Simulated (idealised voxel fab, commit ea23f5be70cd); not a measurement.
process module | voxel released beams
cross-section cut | 160 nm wide | cells 5 nm
A cross-section is a grid of square cells, given in bands from the top down. A band is one or more rows of cells.
Each band's line starts with the height of the band's top and of its bottom, in nm. Then come its materials from left to right, each with its width in nm. One material with "throughout" fills the band from edge to edge. "air" is empty space.
Height 0 is the level under which the wafer as received is all one material. The lowest band goes on downwards, as in "0 down".
A width such as "30 to 40" changes by the same amount from each row of cells to the next, from the band's top row to its bottom row.
"no change" after a step means that no cell of the cross-section changed.
closed voids: empty space of 8 cells or more with no open way to the top, each as width x height at its distance from the left edge, in nm
after a step's settings: what the simulator itself notes on the step
overlay nm, on a step with a mask: how far to the right of its planned place the mask lay; to the left if negative
Each pair below shows a cross-section before one step and the cross-section after it, down to the lowest band that changed. The line under each pair gives the step between them, with its settings. The pairs can come from different runs of this module on the same starting wafer, so a pair continues from the pair above only where its "before" says so.
before
  0 down: Si throughout
  closed voids: none
after
  10 to 0: Al2O3 throughout
  below 0: unchanged
  closed voids: none
the step between: op CONFORMAL_DEP | material Al2O3 | thk nm 10
before: the cross-section after the pair above
after
  20 to 10: SiO2 throughout
  below 10: unchanged
  closed voids: none
the step between: op DIRECTIONAL_DEP | material SiO2 | thk nm 10
before: the cross-section after the pair above
after
  35 to 20: resist 35 | air 30 | resist 95
  below 20: unchanged
  closed voids: none
the step between: op PATTERN | tone open | mask id ANCHOR | material resist | width nm 30 | thk nm 15 | overlay nm 0
before: the cross-section after the pair above
after
  35 to 20: resist 35 | air 30 | resist 95
  20 to 10: SiO2 35 | air 30 | SiO2 95
  below 10: unchanged
  closed voids: none
the step between: op DIRECTIONAL_ETCH | etch materials SiO2 | depth nm 10
before: the cross-section after the pair above
after
  20 to 10: SiO2 35 | air 30 | SiO2 95
  below 10: unchanged
  closed voids: none
the step between: op STRIP | etch materials resist
before: the cross-section after the pair above
after
  30 to 20: SiN 45 | air 10 | SiN 105
  20 to 10: SiO2 35 | SiN 30 | SiO2 95
  below 10: unchanged
  closed voids: none
the step between: op CONFORMAL_DEP | material SiN | thk nm 10
before: the cross-section after the pair above
after
  45 to 35: aC 45 | air 10 | aC 105
  35 to 30: aC throughout
  30 to 20: SiN 45 | aC 10 | SiN 105
  below 20: unchanged
  closed voids: none
the step between: op DIRECTIONAL_DEP | material aC | thk nm 15
before: the cross-section after the pair above
after
  75 to 45: air 30 | resist 95 | air 35
  45 to 35: aC 45 | resist 10 | aC 105
  below 35: unchanged
  closed voids: none
the step between: op PATTERN | tone cover | mask id BEAM | material resist | width nm 95 | thk nm 30 | overlay nm 0
before: the cross-section after the pair above
after
  60 to 45: air 30 | resist 95 | air 35
  45 to 35: air 30 | aC 15 | resist 10 | aC 70 | air 35
  35 to 30: air 30 | aC 95 | air 35
  below 30: unchanged
  closed voids: none
the step between: op DIRECTIONAL_ETCH | etch materials aC | depth nm 15
before: the cross-section after the pair above
after
  45 to 35: air 30 | aC 15 | air 10 | aC 70 | air 35
  below 35: unchanged
  closed voids: none
the step between: op STRIP | etch materials resist
before: the cross-section after the pair above
after
  45 to 35: air 30 | aC 15 | air 10 | aC 70 | air 35
  35 to 30: air 30 | aC 95 | air 35
  30 to 20: air 30 | SiN 15 | aC 10 | SiN 70 | air 35
  below 20: unchanged
  closed voids: none
the step between: op DIRECTIONAL_ETCH | etch materials SiN | depth nm 10
before: the cross-section after the pair above
after
  30 to 20: air 30 | SiN 15 | air 10 | SiN 70 | air 35
  below 20: unchanged
  closed voids: none
the step between: op STRIP | etch materials aC
before: the cross-section after the pair above
after
  30 to 20: air 30 | SiN 15 | air 10 | SiN 70 | air 35
  20 to 10: air 35 | SiN 30 | air 95
  below 10: unchanged
  closed voids: none
the step between: op STRIP | etch materials SiO2
before
  0 down: Si throughout
  closed voids: none
after
  10 to 0: SiO2 throughout
  below 0: unchanged
  closed voids: none
the step between: op DIRECTIONAL_DEP | material SiO2 | thk nm 10
before: the cross-section after the pair above
after
  25 to 10: resist 35 | air 30 | resist 95
  below 10: unchanged
  closed voids: none
the step between: op PATTERN | tone open | mask id ANCHOR | material resist | width nm 30 | thk nm 15 | overlay nm 0
before: the cross-section after the pair above
after
  25 to 10: resist 35 | air 30 | resist 95
  10 to 0: SiO2 35 | air 30 | SiO2 95
  below 0: unchanged
  closed voids: none
the step between: op DIRECTIONAL_ETCH | etch materials SiO2 | depth nm 10
before: the cross-section after the pair above
after
  10 to 0: SiO2 35 | air 30 | SiO2 95
  below 0: unchanged
  closed voids: none
the step between: op STRIP | etch materials resist
before: the cross-section after the pair above
after
  20 to 10: SiN 45 | air 10 | SiN 105
  10 to 0: SiO2 35 | SiN 30 | SiO2 95
  below 0: unchanged
  closed voids: none
the step between: op CONFORMAL_DEP | material SiN | thk nm 10
before: the cross-section after the pair above
after
  35 to 25: aC 45 | air 10 | aC 105
  25 to 20: aC throughout
  20 to 10: SiN 45 | aC 10 | SiN 105
  below 10: unchanged
  closed voids: none
the step between: op DIRECTIONAL_DEP | material aC | thk nm 15
before: the cross-section after the pair above
after
  65 to 35: air 30 | resist 95 | air 35
  35 to 25: aC 45 | resist 10 | aC 105
  below 25: unchanged
  closed voids: none
the step between: op PATTERN | tone cover | mask id BEAM | material resist | width nm 95 | thk nm 30 | overlay nm 0
before: the cross-section after the pair above
after
  50 to 35: air 30 | resist 95 | air 35
  35 to 25: air 30 | aC 15 | resist 10 | aC 70 | air 35
  25 to 20: air 30 | aC 95 | air 35
  below 20: unchanged
  closed voids: none
the step between: op DIRECTIONAL_ETCH | etch materials aC | depth nm 15
before: the cross-section after the pair above
after
  35 to 25: air 30 | aC 15 | air 10 | aC 70 | air 35
  below 25: unchanged
  closed voids: none
the step between: op STRIP | etch materials resist
before: the cross-section after the pair above
after
  35 to 25: air 30 | aC 15 | air 10 | aC 70 | air 35
  25 to 20: air 30 | aC 95 | air 35
  20 to 10: air 30 | SiN 15 | aC 10 | SiN 70 | air 35
  below 10: unchanged
  closed voids: none
the step between: op DIRECTIONAL_ETCH | etch materials SiN | depth nm 10
before: the cross-section after the pair above
after
  20 to 10: air 30 | SiN 15 | air 10 | SiN 70 | air 35
  below 10: unchanged
  closed voids: none
the step between: op STRIP | etch materials aC
before: the cross-section after the pair above
after
  20 to 10: air 30 | SiN 15 | air 10 | SiN 70 | air 35
  10 to 0: air 35 | SiN 30 | air 95
  below 0: unchanged
  closed voids: none
the step between: op STRIP | etch materials SiO2
before
  10 to 0: SiO2 throughout
  0 down: Si throughout
  closed voids: none
after
  20 to 10: Al2O3 throughout
  below 10: unchanged
  closed voids: none
the step between: op CONFORMAL_DEP | material Al2O3 | thk nm 10
before: the cross-section after the pair above
after
  35 to 20: resist 35 | air 30 | resist 95
  below 20: unchanged
  closed voids: none
the step between: op PATTERN | tone open | mask id ANCHOR | material resist | width nm 30 | thk nm 15 | overlay nm 0
before: the cross-section after the pair above
after
  20 to 10: Al2O3 throughout
  below 10: unchanged
  closed voids: none
the step between: op STRIP | etch materials resist
before: the cross-section after the pair above
after
  30 to 20: SiN throughout
  below 20: unchanged
  closed voids: none
the step between: op CONFORMAL_DEP | material SiN | thk nm 10
before: the cross-section after the pair above
after
  45 to 30: aC throughout
  below 30: unchanged
  closed voids: none
the step between: op DIRECTIONAL_DEP | material aC | thk nm 15
before: the cross-section after the pair above
after
  75 to 45: air 30 | resist 95 | air 35
  below 45: unchanged
  closed voids: none
the step between: op PATTERN | tone cover | mask id BEAM | material resist | width nm 95 | thk nm 30 | overlay nm 0
before: the cross-section after the pair above
after
  60 to 45: air 30 | resist 95 | air 35
  45 to 30: air 30 | aC 95 | air 35
  below 30: unchanged
  closed voids: none
the step between: op DIRECTIONAL_ETCH | etch materials aC | depth nm 15
before: the cross-section after the pair above
after
  45 to 30: air 30 | aC 95 | air 35
  below 30: unchanged
  closed voids: none
the step between: op STRIP | etch materials resist
before: the cross-section after the pair above
after
  45 to 30: air 30 | aC 95 | air 35
  30 to 20: air 30 | SiN 95 | air 35
  below 20: unchanged
  closed voids: none
the step between: op DIRECTIONAL_ETCH | etch materials SiN | depth nm 10
before: the cross-section after the pair above
after
  30 to 20: air 30 | SiN 95 | air 35
  below 20: unchanged
  closed voids: none
the step between: op STRIP | etch materials aC
before
  20 to 10: SiO2 35 | air 30 | SiO2 95
  10 to 0: Al2O3 throughout
  0 down: Si throughout
  closed voids: none
after
  35 to 20: SiN throughout
  20 to 10: SiO2 35 | SiN 30 | SiO2 95
  below 10: unchanged
  closed voids: none
the step between: op CONFORMAL_DEP | material SiN | thk nm 15
before: the cross-section after the pair above
after
  50 to 35: aC throughout
  below 35: unchanged
  closed voids: none
the step between: op DIRECTIONAL_DEP | material aC | thk nm 15
before: the cross-section after the pair above
after
  80 to 50: air 30 | resist 95 | air 35
  below 50: unchanged
  closed voids: none
the step between: op PATTERN | tone cover | mask id BEAM | material resist | width nm 95 | thk nm 30 | overlay nm 0
before: the cross-section after the pair above
after
  65 to 50: air 30 | resist 95 | air 35
  50 to 35: air 30 | aC 95 | air 35
  below 35: unchanged
  closed voids: none
the step between: op DIRECTIONAL_ETCH | etch materials aC | depth nm 15
before: the cross-section after the pair above
after
  50 to 35: air 30 | aC 95 | air 35
  below 35: unchanged
  closed voids: none
the step between: op STRIP | etch materials resist
before: the cross-section after the pair above
after
  50 to 35: air 30 | aC 95 | air 35
  35 to 25: air 30 | SiN 95 | air 35
  below 25: unchanged
  closed voids: none
the step between: op DIRECTIONAL_ETCH | etch materials SiN | depth nm 10
before: the cross-section after the pair above
after
  35 to 25: air 30 | SiN 95 | air 35
  below 25: unchanged
  closed voids: none
the step between: op STRIP | etch materials aC
before
  45 to 35: aC 45 | air 10 | aC 105
  35 to 30: aC throughout
  30 to 20: SiN 45 | aC 10 | SiN 105
  20 to 10: SiO2 35 | SiN 30 | SiO2 95
  10 to 0: Al2O3 throughout
  0 down: Si throughout
  closed voids: none
after
  75 to 45: air 30 | resist 100 | air 30
  45 to 35: aC 45 | resist 10 | aC 105
  below 35: unchanged
  closed voids: none
the step between: op PATTERN | tone cover | mask id BEAM | material resist | width nm 100 | thk nm 30 | overlay nm 0
before: the cross-section after the pair above
after
  60 to 45: air 30 | resist 100 | air 30
  45 to 35: air 30 | aC 15 | resist 10 | aC 75 | air 30
  35 to 30: air 30 | aC 100 | air 30
  below 30: unchanged
  closed voids: none
the step between: op DIRECTIONAL_ETCH | etch materials aC | depth nm 15
before: the cross-section after the pair above
after
  45 to 35: air 30 | aC 15 | air 10 | aC 75 | air 30
  below 35: unchanged
  closed voids: none
the step between: op STRIP | etch materials resist
before: the cross-section after the pair above
after
  45 to 35: air 30 | aC 15 | air 10 | aC 75 | air 30
  35 to 30: air 30 | aC 100 | air 30
  30 to 20: air 30 | SiN 15 | aC 10 | SiN 75 | air 30
  below 20: unchanged
  closed voids: none
the step between: op DIRECTIONAL_ETCH | etch materials SiN | depth nm 10
before: the cross-section after the pair above
after
  30 to 20: air 30 | SiN 15 | air 10 | SiN 75 | air 30
  below 20: unchanged
  closed voids: none
the step between: op STRIP | etch materials aC
before: the cross-section after the pair above
after
  30 to 20: air 30 | SiN 15 | air 10 | SiN 75 | air 30
  20 to 10: air 35 | SiN 30 | air 95
  below 10: unchanged
  closed voids: none
the step between: op STRIP | etch materials SiO2
before
  45 to 35: aC 45 | air 10 | aC 105
  35 to 30: aC throughout
  30 to 20: SiN 45 | aC 10 | SiN 105
  20 to 10: SiO2 35 | SiN 30 | SiO2 95
  10 to 0: Al2O3 throughout
  0 down: Si throughout
  closed voids: none
after
  75 to 45: air 35 | resist 95 | air 30
  45 to 35: aC 45 | resist 10 | aC 105
  below 35: unchanged
  closed voids: none
the step between: op PATTERN | tone cover | mask id BEAM | material resist | width nm 95 | thk nm 30 | overlay nm 5
before: the cross-section after the pair above
after
  60 to 45: air 35 | resist 95 | air 30
  45 to 35: air 35 | aC 10 | resist 10 | aC 75 | air 30
  35 to 30: air 35 | aC 95 | air 30
  below 30: unchanged
  closed voids: none
the step between: op DIRECTIONAL_ETCH | etch materials aC | depth nm 15
before: the cross-section after the pair above
after
  45 to 35: air 35 | aC 10 | air 10 | aC 75 | air 30
  below 35: unchanged
  closed voids: none
the step between: op STRIP | etch materials resist
before: the cross-section after the pair above
after
  45 to 35: air 35 | aC 10 | air 10 | aC 75 | air 30
  35 to 30: air 35 | aC 95 | air 30
  30 to 20: air 35 | SiN 10 | aC 10 | SiN 75 | air 30
  below 20: unchanged
  closed voids: none
the step between: op DIRECTIONAL_ETCH | etch materials SiN | depth nm 10
before: the cross-section after the pair above
after
  30 to 20: air 35 | SiN 10 | air 10 | SiN 75 | air 30
  below 20: unchanged
  closed voids: none
the step between: op STRIP | etch materials aC
before: the cross-section after the pair above
after
  30 to 20: air 35 | SiN 10 | air 10 | SiN 75 | air 30
  20 to 10: air 35 | SiN 30 | air 95
  below 10: unchanged
  closed voids: none
the step between: op STRIP | etch materials SiO2
before
  30 to 20: SiN 45 | air 10 | SiN 105
  20 to 10: SiO2 35 | SiN 30 | SiO2 95
  10 to 0: Al2O3 throughout
  0 down: Si throughout
  closed voids: none
after
  45 to 35: SiN 45 | air 10 | SiN 105
  35 to 20: SiN throughout
  below 20: unchanged
  closed voids: none
the step between: op DIRECTIONAL_DEP | material SiN | thk nm 15
before: the cross-section after the pair above
after
  75 to 45: air 30 | resist 95 | air 35
  45 to 35: SiN 45 | resist 10 | SiN 105
  below 35: unchanged
  closed voids: none
the step between: op PATTERN | tone cover | mask id BEAM | material resist | width nm 95 | thk nm 30 | overlay nm 0
before: the cross-section after the pair above
after
  60 to 45: air 30 | resist 95 | air 35
  below 45: unchanged
  closed voids: none
the step between: op DIRECTIONAL_ETCH | etch materials aC | depth nm 15
before: the cross-section after the pair above
after
  45 to 35: SiN 45 | air 10 | SiN 105
  below 35: unchanged
  closed voids: none
the step between: op STRIP | etch materials resist
before: the cross-section after the pair above
after
  35 to 25: SiN 45 | air 10 | SiN 105
  below 25: unchanged
  closed voids: none
the step between: op DIRECTIONAL_ETCH | etch materials SiN | depth nm 10
before
  20 to 10: SiO2 throughout
  10 to 0: Al2O3 throughout
  0 down: Si throughout
  closed voids: none
after
  35 to 20: air 35 | resist 30 | air 95
  below 20: unchanged
  closed voids: none
the step between: op PATTERN | tone cover | mask id ANCHOR | material resist | width nm 30 | thk nm 15 | overlay nm 0
before: the cross-section after the pair above
after
  35 to 20: air 35 | resist 30 | air 95
  20 to 10: air 35 | SiO2 30 | air 95
  below 10: unchanged
  closed voids: none
the step between: op DIRECTIONAL_ETCH | etch materials SiO2 | depth nm 10
before: the cross-section after the pair above
after
  20 to 10: air 35 | SiO2 30 | air 95
  below 10: unchanged
  closed voids: none
the step between: op STRIP | etch materials resist
before: the cross-section after the pair above
after
  30 to 20: air 25 | SiN 50 | air 85
  20 to 10: SiN 35 | SiO2 30 | SiN 95
  below 10: unchanged
  closed voids: none
the step between: op CONFORMAL_DEP | material SiN | thk nm 10
before: the cross-section after the pair above
after
  45 to 35: air 25 | aC 50 | air 85
  35 to 30: aC throughout
  30 to 20: aC 25 | SiN 50 | aC 85
  below 20: unchanged
  closed voids: none
the step between: op DIRECTIONAL_DEP | material aC | thk nm 15
before: the cross-section after the pair above
after
  75 to 45: air 30 | resist 95 | air 35
  45 to 35: air 25 | aC 50 | resist 50 | air 35
  below 35: unchanged
  closed voids: none
the step between: op PATTERN | tone cover | mask id BEAM | material resist | width nm 95 | thk nm 30 | overlay nm 0
before: the cross-section after the pair above
after
  60 to 45: air 30 | resist 95 | air 35
  45 to 35: air 30 | aC 45 | resist 50 | air 35
  35 to 30: air 30 | aC 95 | air 35
  30 to 20: air 25 | SiN 50 | aC 50 | air 35
  below 20: unchanged
  closed voids: none
the step between: op DIRECTIONAL_ETCH | etch materials aC | depth nm 15
before: the cross-section after the pair above
after
  45 to 35: air 30 | aC 45 | air 85
  below 35: unchanged
  closed voids: none
the step between: op STRIP | etch materials resist
before: the cross-section after the pair above
after
  45 to 35: air 30 | aC 45 | air 85
  35 to 30: air 30 | aC 95 | air 35
  30 to 20: air 30 | SiN 45 | aC 50 | air 35
  20 to 10: air 25 | SiN 10 | SiO2 30 | SiN 60 | air 35
  below 10: unchanged
  closed voids: none
the step between: op DIRECTIONAL_ETCH | etch materials SiN | depth nm 10
before: the cross-section after the pair above
after
  30 to 20: air 30 | SiN 45 | air 85
  below 20: unchanged
  closed voids: none
the step between: op STRIP | etch materials aC
